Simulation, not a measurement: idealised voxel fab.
Module name: voxel gate over fins (process module)
Each square cell in cross-section cut measures 5 nm, and the section as a whole is 145 nm wide.
If you're reading a cross-section in this doc, picture square cells in a grid; it comes to you as bands, top ones listed first down to the bottom, and a band can be one or more rows of cells. Read a band's entry like this: the first values are the height of its top and the height of its bottom in nm, and what follows is the sequence of materials from left to right, each with its width in nm. Note that "air" is empty space, and that a single material marked "everywhere" reaches across the band from edge to edge. Heights are expressed relative to 0, this being the level below which the as-received wafer comprises one material exclusively. The lowest band is unbounded in the downward direction and is denoted as in "0 and below". Width "30->40": first value at the band's top row of cells, second value at its bottom row, equal change from row to row. "changes: none" (step): cross-section cells unchanged, all of them. Enclosed voids (no open way to top), threshold 8 cells or more, entry "Closed void table", notation width x height at distance, distance from left edge, nm. That trailing text on a step's line, after the settings, is the simulator's own remark on the step. The "overlay nm" setting may appear on a step's line; for a step that uses a mask, it gives how far to the right of its planned position the mask lay, and a negative value indicates the left. From here on the document is pairs. In a pair, the cross-section before one process step comes with the cross-section after it, and the latter goes no deeper than the lowest band that changed. What lies in between, the step and its settings, is written under the pair. A pair may be from a different run of this module on the same starting wafer than the pair above it, so it continues from that pair only where its entry headed "Pre-step view" says so.
[Pre-step view]
    0 and below: Si everywhere
    Closed void table: none
[Post-Process Section]
    10 down to 0: SiN everywhere
    Lower than 0, everything is as it was.
    Closed void table: none
Between before and after above, the operation and settings are CONFORMAL_DEP, material SiN, thk nm 10
Pre-step view: Please consult the pair immediately above; the cross-section it shows after its step is the state before this step.
[Post-Process Section]
    25 down to 10: aC everywhere
    Lower than 10, everything is as it was.
    Closed void table: none
Between before and after above, the operation and settings are DIRECTIONAL_DEP, material aC, thk nm 15
Pre-step view: Please consult the pair immediately above; the cross-section it shows after its step is the state before this step.
[Post-Process Section]
    60 down to 25: air: 25, then resist: 15, then air: 25, then resist: 15, then air: 25, then resist: 15, then air: 25
    Lower than 25, everything is as it was.
    Closed void table: none
Between before and after above, the operation and settings are PATTERN, tone cover, mask id FINS, material resist, width nm 15, pitch nm 40, thk nm 35, overlay nm 0
Pre-step view: Please consult the pair immediately above; the cross-section it shows after its step is the state before this step.
[Post-Process Section]
    45 down to 25: air: 25, then resist: 15, then air: 25, then resist: 15, then air: 25, then resist: 15, then air: 25
    25 down to 10: air: 25, then aC: 15, then air: 25, then aC: 15, then air: 25, then aC: 15, then air: 25
    Lower than 10, everything is as it was.
    Closed void table: none
Between before and after above, the operation and settings are DIRECTIONAL_ETCH, etch materials aC, depth nm 15
Pre-step view: Please consult the pair immediately above; the cross-section it shows after its step is the state before this step.
[Post-Process Section]
    25 down to 10: air: 25, then aC: 15, then air: 25, then aC: 15, then air: 25, then aC: 15, then air: 25
    Lower than 10, everything is as it was.
    Closed void table: none
Between before and after above, the operation and settings are STRIP, etch materials resist
Pre-step view: Please consult the pair immediately above; the cross-section it shows after its step is the state before this step.
[Post-Process Section]
    25 down to 10: air: 25, then aC: 15, then air: 25, then aC: 15, then air: 25, then aC: 15, then air: 25
    10 down to 0: air: 25, then SiN: 15, then air: 25, then SiN: 15, then air: 25, then SiN: 15, then air: 25
    Lower than 0, everything is as it was.
    Closed void table: none
Between before and after above, the operation and settings are DIRECTIONAL_ETCH, etch materials SiN, depth nm 10
Pre-step view: Please consult the pair immediately above; the cross-section it shows after its step is the state before this step.
[Post-Process Section]
    25 down to 10: air: 25, then aC: 15, then air: 25, then aC: 15, then air: 25, then aC: 15, then air: 25
    10 down to 0: air: 25, then SiN: 15, then air: 25, then SiN: 15, then air: 25, then SiN: 15, then air: 25
    0 down to -30: air: 25, then Si: 15, then air: 25, then Si: 15, then air: 25, then Si: 15, then air: 25
    Lower than -30, everything is as it was.
    Closed void table: none
Between before and after above, the operation and settings are DIRECTIONAL_ETCH, etch materials Si, depth nm 30
Pre-step view: Please consult the pair immediately above; the cross-section it shows after its step is the state before this step.
[Post-Process Section]
    10 down to 0: air: 25, then SiN: 15, then air: 25, then SiN: 15, then air: 25, then SiN: 15, then air: 25
    Lower than 0, everything is as it was.
    Closed void table: none
Between before and after above, the operation and settings are STRIP, etch materials aC
Pre-step view: Please consult the pair immediately above; the cross-section it shows after its step is the state before this step.
[Post-Process Section]
    10 down to 0: air: 25, then SiN: 15, then air: 25, then SiN: 15, then air: 25, then SiN: 15, then air: 25
    0 down to -30: air: 25, then SiO2: 5, then Si: 5, then SiO2: 5, then air: 25, then SiO2: 5, then Si: 5, then SiO2: 5, then air: 25, then SiO2: 5, then Si: 5, then SiO2: 5, then air: 25
    -30 down to -35: SiO2: 30, then Si: 5, then SiO2: 35, then Si: 5, then SiO2: 35, then Si: 5, then SiO2: 30
    Lower than -35, everything is as it was.
    Closed void table: none
Between before and after above, the operation and settings are OXIDIZE, depth nm 5
Pre-step view: Please consult the pair immediately above; the cross-section it shows after its step is the state before this step.
[Post-Process Section]
    20 down to 10: SiO2 everywhere
    10 down to 0: SiO2: 25, then SiN: 15, then SiO2: 25, then SiN: 15, then SiO2: 25, then SiN: 15, then SiO2: 25
    0 down to -35: SiO2: 30, then Si: 5, then SiO2: 35, then Si: 5, then SiO2: 35, then Si: 5, then SiO2: 30
    Lower than -35, everything is as it was.
    Closed void table: none
Between before and after above, the operation and settings are FILL_DEP, material SiO2, thk nm 10
Pre-step view: Please consult the pair immediately above; the cross-section it shows after its step is the state before this step.
[Post-Process Section]
    10 down to 0: SiO2: 25, then SiN: 15, then SiO2: 25, then SiN: 15, then SiO2: 25, then SiN: 15, then SiO2: 25
    Lower than 0, everything is as it was.
    Closed void table: none
Between before and after above, the operation and settings are CMP, height nm 10
Pre-step view: Please consult the pair immediately above; the cross-section it shows after its step is the state before this step.
[Post-Process Section]
    10 down to 0: air: 25, then SiN: 15, then air: 25, then SiN: 15, then air: 25, then SiN: 15, then air: 25
    0 down to -15: air: 30, then Si: 5, then air: 35, then Si: 5, then air: 35, then Si: 5, then air: 30
    Lower than -15, everything is as it was.
    Closed void table: none
Between before and after above, the operation and settings are SELECTIVE_ETCH, etch materials SiO2, depth nm 25
Pre-step view: Please consult the pair immediately above; the cross-section it shows after its step is the state before this step.
[Post-Process Section]
    0 down to -15: air: 30, then Si: 5, then air: 35, then Si: 5, then air: 35, then Si: 5, then air: 30
    Lower than -15, everything is as it was.
    Closed void table: none
Between before and after above, the operation and settings are STRIP, etch materials SiN
Pre-step view: Please consult the pair immediately above; the cross-section it shows after its step is the state before this step.
[Post-Process Section]
    5 down to 0: air: 25, then HfO2: 15, then air: 25, then HfO2: 15, then air: 25, then HfO2: 15, then air: 25
    0 down to -10: air: 25, then HfO2: 5, then Si: 5, then HfO2: 5, then air: 25, then HfO2: 5, then Si: 5, then HfO2: 5, then air: 25, then HfO2: 5, then Si: 5, then HfO2: 5, then air: 25
    -10 down to -15: HfO2: 30, then Si: 5, then HfO2: 35, then Si: 5, then HfO2: 35, then Si: 5, then HfO2: 30
    Lower than -15, everything is as it was.
    Closed void table: none
Between before and after above, the operation and settings are CONFORMAL_DEP, material HfO2, thk nm 5
Pre-step view: Please consult the pair immediately above; the cross-section it shows after its step is the state before this step.
[Post-Process Section]
    10 down to 5: air: 20, then TiN: 25, then air: 15, then TiN: 25, then air: 15, then TiN: 25, then air: 20
    5 down to 0: air: 20, then TiN: 5, then HfO2: 15, then TiN: 5, then air: 15, then TiN: 5, then HfO2: 15, then TiN: 5, then air: 15, then TiN: 5, then HfO2: 15, then TiN: 5, then air: 20
    0 down to -5: air: 20, then TiN: 5, then HfO2: 5, then Si: 5, then HfO2: 5, then TiN: 5, then air: 15, then TiN: 5, then HfO2: 5, then Si: 5, then HfO2: 5, then TiN: 5, then air: 15, then TiN: 5, then HfO2: 5, then Si: 5, then HfO2: 5, then TiN: 5, then air: 20
    -5 down to -10: TiN: 25, then HfO2: 5, then Si: 5, then HfO2: 5, then TiN: 25, then HfO2: 5, then Si: 5, then HfO2: 5, then TiN: 25, then HfO2: 5, then Si: 5, then HfO2: 5, then TiN: 25
    Lower than -10, everything is as it was.
    Closed void table: none
Between before and after above, the operation and settings are CONFORMAL_DEP, material TiN, thk nm 5
Pre-step view: Please consult the pair immediately above; the cross-section it shows after its step is the state before this step.
[Post-Process Section]
    20 down to 10: W everywhere
    10 down to 5: W: 20, then TiN: 25, then W: 15, then TiN: 25, then W: 15, then TiN: 25, then W: 20
    5 down to 0: W: 20, then TiN: 5, then HfO2: 15, then TiN: 5, then W: 15, then TiN: 5, then HfO2: 15, then TiN: 5, then W: 15, then TiN: 5, then HfO2: 15, then TiN: 5, then W: 20
    0 down to -5: W: 20, then TiN: 5, then HfO2: 5, then Si: 5, then HfO2: 5, then TiN: 5, then W: 15, then TiN: 5, then HfO2: 5, then Si: 5, then HfO2: 5, then TiN: 5, then W: 15, then TiN: 5, then HfO2: 5, then Si: 5, then HfO2: 5, then TiN: 5, then W: 20
    Lower than -5, everything is as it was.
    Closed void table: none
Between before and after above, the operation and settings are FILL_DEP, material W, thk nm 10
Pre-step view: Please consult the pair immediately above; the cross-section it shows after its step is the state before this step.
[Post-Process Section]
    15 down to 10: W everywhere
    Lower than 10, everything is as it was.
    Closed void table: none
Between before and after above, the operation and settings are CMP, height nm 15
Pre-step view: Please consult the pair immediately above; the cross-section it shows after its step is the state before this step.
[Post-Process Section]
    20 down to 15: SiN everywhere
    Lower than 15, everything is as it was.
    Closed void table: none
Between before and after above, the operation and settings are CONFORMAL_DEP, material SiN, thk nm 5
[Pre-step view]
    0 down to -15: air: 30, then Si: 5, then air: 35, then Si: 5, then air: 35, then Si: 5, then air: 30
    -15 down to -35: SiO2: 30, then Si: 5, then SiO2: 35, then Si: 5, then SiO2: 35, then Si: 5, then SiO2: 30
    -35 and below: Si everywhere
    Closed void table: none
[Post-Process Section]
    5 down to 0: air: 25, then TiN: 15, then air: 25, then TiN: 15, then air: 25, then TiN: 15, then air: 25
    0 down to -10: air: 25, then TiN: 5, then Si: 5, then TiN: 5, then air: 25, then TiN: 5, then Si: 5, then TiN: 5, then air: 25, then TiN: 5, then Si: 5, then TiN: 5, then air: 25
    -10 down to -15: TiN: 30, then Si: 5, then TiN: 35, then Si: 5, then TiN: 35, then Si: 5, then TiN: 30
    Lower than -15, everything is as it was.
    Closed void table: none
Between before and after above, the operation and settings are CONFORMAL_DEP, material TiN, thk nm 5
Pre-step view: Please consult the pair immediately above; the cross-section it shows after its step is the state before this step.
[Post-Process Section]
    15 down to 5: W everywhere
    5 down to 0: W: 25, then TiN: 15, then W: 25, then TiN: 15, then W: 25, then TiN: 15, then W: 25
    0 down to -10: W: 25, then TiN: 5, then Si: 5, then TiN: 5, then W: 25, then TiN: 5, then Si: 5, then TiN: 5, then W: 25, then TiN: 5, then Si: 5, then TiN: 5, then W: 25
    Lower than -10, everything is as it was.
    Closed void table: none
Between before and after above, the operation and settings are FILL_DEP, material W, thk nm 10
Pre-step view: Please consult the pair immediately above; the cross-section it shows after its step is the state before this step.
[Post-Process Section]
    20 down to 15: SiN everywhere
    Lower than 15, everything is as it was.
    Closed void table: none
Between before and after above, the operation and settings are CONFORMAL_DEP, material SiN, thk nm 5
[Pre-step view]
    25 down to 10: air: 25, then aC: 15, then air: 25, then aC: 15, then air: 25, then aC: 15, then air: 25
    10 down to 0: air: 25, then SiN: 15, then air: 25, then SiN: 15, then air: 25, then SiN: 15, then air: 25
    0 down to -30: air: 25, then Si: 15, then air: 25, then Si: 15, then air: 25, then Si: 15, then air: 25
    -30 and below: Si everywhere
    Closed void table: none
[Post-Process Section]
    25 down to 10: air: 25, then aC: 15, then air: 25, then aC: 15, then air: 25, then aC: 15, then air: 25
    10 down to 0: air: 25, then SiN: 15, then air: 25, then SiN: 15, then air: 25, then SiN: 15, then air: 25
    0 down to -60: air: 25, then Si: 15, then air: 25, then Si: 15, then air: 25, then Si: 15, then air: 25
    Lower than -60, everything is as it was.
    Closed void table: none
Between before and after above, the operation and settings are DIRECTIONAL_ETCH, etch materials Si, depth nm 30
Pre-step view: Please consult the pair immediately above; the cross-section it shows after its step is the state before this step.
[Post-Process Section]
    10 down to 0: air: 25, then SiN: 15, then air: 25, then SiN: 15, then air: 25, then SiN: 15, then air: 25
    Lower than 0, everything is as it was.
    Closed void table: none
Between before and after above, the operation and settings are STRIP, etch materials aC
Pre-step view: Please consult the pair immediately above; the cross-section it shows after its step is the state before this step.
[Post-Process Section]
    10 down to 0: air: 25, then SiN: 15, then air: 25, then SiN: 15, then air: 25, then SiN: 15, then air: 25
    0 down to -60: air: 25, then SiO2: 5, then Si: 5, then SiO2: 5, then air: 25, then SiO2: 5, then Si: 5, then SiO2: 5, then air: 25, then SiO2: 5, then Si: 5, then SiO2: 5, then air: 25
    -60 down to -65: SiO2: 30, then Si: 5, then SiO2: 35, then Si: 5, then SiO2: 35, then Si: 5, then SiO2: 30
    Lower than -65, everything is as it was.
    Closed void table: none
Between before and after above, the operation and settings are OXIDIZE, depth nm 5
Pre-step view: Please consult the pair immediately above; the cross-section it shows after its step is the state before this step.
[Post-Process Section]
    20 down to 10: SiO2 everywhere
    10 down to 0: SiO2: 25, then SiN: 15, then SiO2: 25, then SiN: 15, then SiO2: 25, then SiN: 15, then SiO2: 25
    0 down to -65: SiO2: 30, then Si: 5, then SiO2: 35, then Si: 5, then SiO2: 35, then Si: 5, then SiO2: 30
    Lower than -65, everything is as it was.
    Closed void table: none
Between before and after above, the operation and settings are FILL_DEP, material SiO2, thk nm 10
Pre-step view: Please consult the pair immediately above; the cross-section it shows after its step is the state before this step.
[Post-Process Section]
    10 down to 0: SiO2: 25, then SiN: 15, then SiO2: 25, then SiN: 15, then SiO2: 25, then SiN: 15, then SiO2: 25
    Lower than 0, everything is as it was.
    Closed void table: none
Between before and after above, the operation and settings are CMP, height nm 10
Pre-step view: Please consult the pair immediately above; the cross-section it shows after its step is the state before this step.
[Post-Process Section]
    10 down to 0: air: 25, then SiN: 15, then air: 25, then SiN: 15, then air: 25, then SiN: 15, then air: 25
    0 down to -15: air: 30, then Si: 5, then air: 35, then Si: 5, then air: 35, then Si: 5, then air: 30
    Lower than -15, everything is as it was.
    Closed void table: none
Between before and after above, the operation and settings are SELECTIVE_ETCH, etch materials SiO2, depth nm 25
Pre-step view: Please consult the pair immediately above; the cross-section it shows after its step is the state before this step.
[Post-Process Section]
    0 down to -15: air: 30, then Si: 5, then air: 35, then Si: 5, then air: 35, then Si: 5, then air: 30
    Lower than -15, everything is as it was.
    Closed void table: none
Between before and after above, the operation and settings are STRIP, etch materials SiN
Pre-step view: Please consult the pair immediately above; the cross-section it shows after its step is the state before this step.
[Post-Process Section]
    5 down to 0: air: 25, then HfO2: 15, then air: 25, then HfO2: 15, then air: 25, then HfO2: 15, then air: 25
    0 down to -10: air: 25, then HfO2: 5, then Si: 5, then HfO2: 5, then air: 25, then HfO2: 5, then Si: 5, then HfO2: 5, then air: 25, then HfO2: 5, then Si: 5, then HfO2: 5, then air: 25
    -10 down to -15: HfO2: 30, then Si: 5, then HfO2: 35, then Si: 5, then HfO2: 35, then Si: 5, then HfO2: 30
    Lower than -15, everything is as it was.
    Closed void table: none
Between before and after above, the operation and settings are CONFORMAL_DEP, material HfO2, thk nm 5
Pre-step view: Please consult the pair immediately above; the cross-section it shows after its step is the state before this step.
[Post-Process Section]
    10 down to 5: air: 20, then TiN: 25, then air: 15, then TiN: 25, then air: 15, then TiN: 25, then air: 20
    5 down to 0: air: 20, then TiN: 5, then HfO2: 15, then TiN: 5, then air: 15, then TiN: 5, then HfO2: 15, then TiN: 5, then air: 15, then TiN: 5, then HfO2: 15, then TiN: 5, then air: 20
    0 down to -5: air: 20, then TiN: 5, then HfO2: 5, then Si: 5, then HfO2: 5, then TiN: 5, then air: 15, then TiN: 5, then HfO2: 5, then Si: 5, then HfO2: 5, then TiN: 5, then air: 15, then TiN: 5, then HfO2: 5, then Si: 5, then HfO2: 5, then TiN: 5, then air: 20
    -5 down to -10: TiN: 25, then HfO2: 5, then Si: 5, then HfO2: 5, then TiN: 25, then HfO2: 5, then Si: 5, then HfO2: 5, then TiN: 25, then HfO2: 5, then Si: 5, then HfO2: 5, then TiN: 25
    Lower than -10, everything is as it was.
    Closed void table: none
Between before and after above, the operation and settings are CONFORMAL_DEP, material TiN, thk nm 5
Pre-step view: Please consult the pair immediately above; the cross-section it shows after its step is the state before this step.
[Post-Process Section]
    20 down to 10: W everywhere
    10 down to 5: W: 20, then TiN: 25, then W: 15, then TiN: 25, then W: 15, then TiN: 25, then W: 20
    5 down to 0: W: 20, then TiN: 5, then HfO2: 15, then TiN: 5, then W: 15, then TiN: 5, then HfO2: 15, then TiN: 5, then W: 15, then TiN: 5, then HfO2: 15, then TiN: 5, then W: 20
    0 down to -5: W: 20, then TiN: 5, then HfO2: 5, then Si: 5, then HfO2: 5, then TiN: 5, then W: 15, then TiN: 5, then HfO2: 5, then Si: 5, then HfO2: 5, then TiN: 5, then W: 15, then TiN: 5, then HfO2: 5, then Si: 5, then HfO2: 5, then TiN: 5, then W: 20
    Lower than -5, everything is as it was.
    Closed void table: none
Between before and after above, the operation and settings are FILL_DEP, material W, thk nm 10
Pre-step view: Please consult the pair immediately above; the cross-section it shows after its step is the state before this step.
[Post-Process Section]
    15 down to 10: W everywhere
    Lower than 10, everything is as it was.
    Closed void table: none
Between before and after above, the operation and settings are CMP, height nm 15
Pre-step view: Please consult the pair immediately above; the cross-section it shows after its step is the state before this step.
[Post-Process Section]
    20 down to 15: SiN everywhere
    Lower than 15, everything is as it was.
    Closed void table: none
Between before and after above, the operation and settings are CONFORMAL_DEP, material SiN, thk nm 5
[Pre-step view]
    5 down to 0: air: 25, then TiN: 15, then air: 25, then TiN: 15, then air: 25, then TiN: 15, then air: 25
    0 down to -10: air: 25, then TiN: 5, then Si: 5, then TiN: 5, then air: 25, then TiN: 5, then Si: 5, then TiN: 5, then air: 25, then TiN: 5, then Si: 5, then TiN: 5, then air: 25
    -10 down to -15: TiN: 30, then Si: 5, then TiN: 35, then Si: 5, then TiN: 35, then Si: 5, then TiN: 30
    -15 down to -35: SiO2: 30, then Si: 5, then SiO2: 35, then Si: 5, then SiO2: 35, then Si: 5, then SiO2: 30
    -35 and below: Si everywhere
    Closed void table: none
[Post-Process Section]
    10 down to 5: air: 20, then HfO2: 25, then air: 15, then HfO2: 25, then air: 15, then HfO2: 25, then air: 20
    5 down to 0: air: 20, then HfO2: 5, then TiN: 15, then HfO2: 5, then air: 15, then HfO2: 5, then TiN: 15, then HfO2: 5, then air: 15, then HfO2: 5, then TiN: 15, then HfO2: 5, then air: 20
    0 down to -5: air: 20, then HfO2: 5, then TiN: 5, then Si: 5, then TiN: 5, then HfO2: 5, then air: 15, then HfO2: 5, then TiN: 5, then Si: 5, then TiN: 5, then HfO2: 5, then air: 15, then HfO2: 5, then TiN: 5, then Si: 5, then TiN: 5, then HfO2: 5, then air: 20
    -5 down to -10: HfO2: 25, then TiN: 5, then Si: 5, then TiN: 5, then HfO2: 25, then TiN: 5, then Si: 5, then TiN: 5, then HfO2: 25, then TiN: 5, then Si: 5, then TiN: 5, then HfO2: 25
    Lower than -10, everything is as it was.
    Closed void table: none
Between before and after above, the operation and settings are CONFORMAL_DEP, material HfO2, thk nm 5
Pre-step view: Please consult the pair immediately above; the cross-section it shows after its step is the state before this step.
[Post-Process Section]
    20 down to 10: W everywhere
    10 down to 5: W: 20, then HfO2: 25, then W: 15, then HfO2: 25, then W: 15, then HfO2: 25, then W: 20
    5 down to 0: W: 20, then HfO2: 5, then TiN: 15, then HfO2: 5, then W: 15, then HfO2: 5, then TiN: 15, then HfO2: 5, then W: 15, then HfO2: 5, then TiN: 15, then HfO2: 5, then W: 20
    0 down to -5: W: 20, then HfO2: 5, then TiN: 5, then Si: 5, then TiN: 5, then HfO2: 5, then W: 15, then HfO2: 5, then TiN: 5, then Si: 5, then TiN: 5, then HfO2: 5, then W: 15, then HfO2: 5, then TiN: 5, then Si: 5, then TiN: 5, then HfO2: 5, then W: 20
    Lower than -5, everything is as it was.
    Closed void table: none
Between before and after above, the operation and settings are FILL_DEP, material W, thk nm 10
Pre-step view: Please consult the pair immediately above; the cross-section it shows after its step is the state before this step.
[Post-Process Section]
    15 down to 10: W everywhere
    Lower than 10, everything is as it was.
    Closed void table: none
Between before and after above, the operation and settings are CMP, height nm 15
Pre-step view: Please consult the pair immediately above; the cross-section it shows after its step is the state before this step.
[Post-Process Section]
    20 down to 15: SiN everywhere
    Lower than 15, everything is as it was.
    Closed void table: none
Between before and after above, the operation and settings are CONFORMAL_DEP, material SiN, thk nm 5
[Pre-step view]
    25 down to 10: air: 25, then aC: 15, then air: 25, then aC: 15, then air: 25, then aC: 15, then air: 25
    10 down to 0: air: 25, then SiN: 15, then air: 25, then SiN: 15, then air: 25, then SiN: 15, then air: 25
    0 and below: Si everywhere
    Closed void table: none
[Post-Process Section]
    25 down to 10: air: 25, then aC: 15, then air: 25, then aC: 15, then air: 25, then aC: 15, then air: 25
    10 down to 0: air: 25, then SiN: 15, then air: 25, then SiN: 15, then air: 25, then SiN: 15, then air: 25
    0 down to -40: air: 25, then Si: 15, then air: 25, then Si: 15, then air: 25, then Si: 15, then air: 25
    Lower than -40, everything is as it was.
    Closed void table: none
Between before and after above, the operation and settings are DIRECTIONAL_ETCH, etch materials Si, depth nm 40
Pre-step view: Please consult the pair immediately above; the cross-section it shows after its step is the state before this step.
[Post-Process Section]
    10 down to 0: air: 25, then SiN: 15, then air: 25, then SiN: 15, then air: 25, then SiN: 15, then air: 25
    Lower than 0, everything is as it was.
    Closed void table: none
Between before and after above, the operation and settings are STRIP, etch materials aC
Pre-step view: Please consult the pair immediately above; the cross-section it shows after its step is the state before this step.
[Post-Process Section]
    10 down to 0: air: 25, then SiN: 15, then air: 25, then SiN: 15, then air: 25, then SiN: 15, then air: 25
    0 down to -40: air: 25, then SiO2: 5, then Si: 5, then SiO2: 5, then air: 25, then SiO2: 5, then Si: 5, then SiO2: 5, then air: 25, then SiO2: 5, then Si: 5, then SiO2: 5, then air: 25
    -40 down to -45: SiO2: 30, then Si: 5, then SiO2: 35, then Si: 5, then SiO2: 35, then Si: 5, then SiO2: 30
    Lower than -45, everything is as it was.
    Closed void table: none
Between before and after above, the operation and settings are OXIDIZE, depth nm 5
Pre-step view: Please consult the pair immediately above; the cross-section it shows after its step is the state before this step.
[Post-Process Section]
    20 down to 10: SiO2 everywhere
    10 down to 0: SiO2: 25, then SiN: 15, then SiO2: 25, then SiN: 15, then SiO2: 25, then SiN: 15, then SiO2: 25
    0 down to -45: SiO2: 30, then Si: 5, then SiO2: 35, then Si: 5, then SiO2: 35, then Si: 5, then SiO2: 30
    Lower than -45, everything is as it was.
    Closed void table: none
Between before and after above, the operation and settings are FILL_DEP, material SiO2, thk nm 10
Pre-step view: Please consult the pair immediately above; the cross-section it shows after its step is the state before this step.
[Post-Process Section]
    10 down to 0: SiO2: 25, then SiN: 15, then SiO2: 25, then SiN: 15, then SiO2: 25, then SiN: 15, then SiO2: 25
    Lower than 0, everything is as it was.
    Closed void table: none
Between before and after above, the operation and settings are CMP, height nm 10
Pre-step view: Please consult the pair immediately above; the cross-section it shows after its step is the state before this step.
[Post-Process Section]
    10 down to 0: air: 25, then SiN: 15, then air: 25, then SiN: 15, then air: 25, then SiN: 15, then air: 25
    0 down to -15: air: 30, then Si: 5, then air: 35, then Si: 5, then air: 35, then Si: 5, then air: 30
    Lower than -15, everything is as it was.
    Closed void table: none
Between before and after above, the operation and settings are SELECTIVE_ETCH, etch materials SiO2, depth nm 25
Pre-step view: Please consult the pair immediately above; the cross-section it shows after its step is the state before this step.
[Post-Process Section]
    0 down to -15: air: 30, then Si: 5, then air: 35, then Si: 5, then air: 35, then Si: 5, then air: 30
    Lower than -15, everything is as it was.
    Closed void table: none
Between before and after above, the operation and settings are STRIP, etch materials SiN
Pre-step view: Please consult the pair immediately above; the cross-section it shows after its step is the state before this step.
[Post-Process Section]
    5 down to 0: air: 25, then HfO2: 15, then air: 25, then HfO2: 15, then air: 25, then HfO2: 15, then air: 25
    0 down to -10: air: 25, then HfO2: 5, then Si: 5, then HfO2: 5, then air: 25, then HfO2: 5, then Si: 5, then HfO2: 5, then air: 25, then HfO2: 5, then Si: 5, then HfO2: 5, then air: 25
    -10 down to -15: HfO2: 30, then Si: 5, then HfO2: 35, then Si: 5, then HfO2: 35, then Si: 5, then HfO2: 30
    Lower than -15, everything is as it was.
    Closed void table: none
Between before and after above, the operation and settings are CONFORMAL_DEP, material HfO2, thk nm 5
Pre-step view: Please consult the pair immediately above; the cross-section it shows after its step is the state before this step.
[Post-Process Section]
    10 down to 5: air: 20, then TiN: 25, then air: 15, then TiN: 25, then air: 15, then TiN: 25, then air: 20
    5 down to 0: air: 20, then TiN: 5, then HfO2: 15, then TiN: 5, then air: 15, then TiN: 5, then HfO2: 15, then TiN: 5, then air: 15, then TiN: 5, then HfO2: 15, then TiN: 5, then air: 20
    0 down to -5: air: 20, then TiN: 5, then HfO2: 5, then Si: 5, then HfO2: 5, then TiN: 5, then air: 15, then TiN: 5, then HfO2: 5, then Si: 5, then HfO2: 5, then TiN: 5, then air: 15, then TiN: 5, then HfO2: 5, then Si: 5, then HfO2: 5, then TiN: 5, then air: 20
    -5 down to -10: TiN: 25, then HfO2: 5, then Si: 5, then HfO2: 5, then TiN: 25, then HfO2: 5, then Si: 5, then HfO2: 5, then TiN: 25, then HfO2: 5, then Si: 5, then HfO2: 5, then TiN: 25
    Lower than -10, everything is as it was.
    Closed void table: none
Between before and after above, the operation and settings are CONFORMAL_DEP, material TiN, thk nm 5
Pre-step view: Please consult the pair immediately above; the cross-section it shows after its step is the state before this step.
[Post-Process Section]
    20 down to 10: W everywhere
    10 down to 5: W: 20, then TiN: 25, then W: 15, then TiN: 25, then W: 15, then TiN: 25, then W: 20
    5 down to 0: W: 20, then TiN: 5, then HfO2: 15, then TiN: 5, then W: 15, then TiN: 5, then HfO2: 15, then TiN: 5, then W: 15, then TiN: 5, then HfO2: 15, then TiN: 5, then W: 20
    0 down to -5: W: 20, then TiN: 5, then HfO2: 5, then Si: 5, then HfO2: 5, then TiN: 5, then W: 15, then TiN: 5, then HfO2: 5, then Si: 5, then HfO2: 5, then TiN: 5, then W: 15, then TiN: 5, then HfO2: 5, then Si: 5, then HfO2: 5, then TiN: 5, then W: 20
    Lower than -5, everything is as it was.
    Closed void table: none
Between before and after above, the operation and settings are FILL_DEP, material W, thk nm 10
Pre-step view: Please consult the pair immediately above; the cross-section it shows after its step is the state before this step.
[Post-Process Section]
    15 down to 10: W everywhere
    Lower than 10, everything is as it was.
    Closed void table: none
Between before and after above, the operation and settings are CMP, height nm 15
Pre-step view: Please consult the pair immediately above; the cross-section it shows after its step is the state before this step.
[Post-Process Section]
    20 down to 15: SiN everywhere
    Lower than 15, everything is as it was.
    Closed void table: none
Between before and after above, the operation and settings are CONFORMAL_DEP, material SiN, thk nm 5
[Pre-step view]
    25 down to 10: aC everywhere
    10 down to 0: SiN everywhere
    0 and below: Si everywhere
    Closed void table: none
[Post-Process Section]
    60 down to 25: air: 25, then resist: 20, then air: 20, then resist: 20, then air: 20, then resist: 20, then air: 20
    Lower than 25, everything is as it was.
    Closed void table: none
Between before and after above, the operation and settings are PATTERN, tone cover, mask id FINS, material resist, width nm 20, pitch nm 40, thk nm 35, overlay nm 0
Pre-step view: Please consult the pair immediately above; the cross-section it shows after its step is the state before this step.
[Post-Process Section]
    45 down to 25: air: 25, then resist: 20, then air: 20, then resist: 20, then air: 20, then resist: 20, then air: 20
    25 down to 10: air: 25, then aC: 20, then air: 20, then aC: 20, then air: 20, then aC: 20, then air: 20
    Lower than 10, everything is as it was.
    Closed void table: none
Between before and after above, the operation and settings are DIRECTIONAL_ETCH, etch materials aC, depth nm 15
Pre-step view: Please consult the pair immediately above; the cross-section it shows after its step is the state before this step.
[Post-Process Section]
    25 down to 10: air: 25, then aC: 20, then air: 20, then aC: 20, then air: 20, then aC: 20, then air: 20
    Lower than 10, everything is as it was.
    Closed void table: none
Between before and after above, the operation and settings are STRIP, etch materials resist
Pre-step view: Please consult the pair immediately above; the cross-section it shows after its step is the state before this step.
[Post-Process Section]
    25 down to 10: air: 25, then aC: 20, then air: 20, then aC: 20, then air: 20, then aC: 20, then air: 20
    10 down to 0: air: 25, then SiN: 20, then air: 20, then SiN: 20, then air: 20, then SiN: 20, then air: 20
    Lower than 0, everything is as it was.
    Closed void table: none
Between before and after above, the operation and settings are DIRECTIONAL_ETCH, etch materials SiN, depth nm 10
Pre-step view: Please consult the pair immediately above; the cross-section it shows after its step is the state before this step.
[Post-Process Section]
    25 down to 10: air: 25, then aC: 20, then air: 20, then aC: 20, then air: 20, then aC: 20, then air: 20
    10 down to 0: air: 25, then SiN: 20, then air: 20, then SiN: 20, then air: 20, then SiN: 20, then air: 20
    0 down to -30: air: 25, then Si: 20, then air: 20, then Si: 20, then air: 20, then Si: 20, then air: 20
    Lower than -30, everything is as it was.
    Closed void table: none
Between before and after above, the operation and settings are DIRECTIONAL_ETCH, etch materials Si, depth nm 30
Pre-step view: Please consult the pair immediately above; the cross-section it shows after its step is the state before this step.
[Post-Process Section]
    10 down to 0: air: 25, then SiN: 20, then air: 20, then SiN: 20, then air: 20, then SiN: 20, then air: 20
    Lower than 0, everything is as it was.
    Closed void table: none
Between before and after above, the operation and settings are STRIP, etch materials aC
Pre-step view: Please consult the pair immediately above; the cross-section it shows after its step is the state before this step.
[Post-Process Section]
    10 down to 0: air: 25, then SiN: 20, then air: 20, then SiN: 20, then air: 20, then SiN: 20, then air: 20
    0 down to -30: air: 25, then SiO2: 5, then Si: 10, then SiO2: 5, then air: 20, then SiO2: 5, then Si: 10, then SiO2: 5, then air: 20, then SiO2: 5, then Si: 10, then SiO2: 5, then air: 20
    -30 down to -35: SiO2: 30, then Si: 10, then SiO2: 30, then Si: 10, then SiO2: 30, then Si: 10, then SiO2: 25
    Lower than -35, everything is as it was.
    Closed void table: none
Between before and after above, the operation and settings are OXIDIZE, depth nm 5
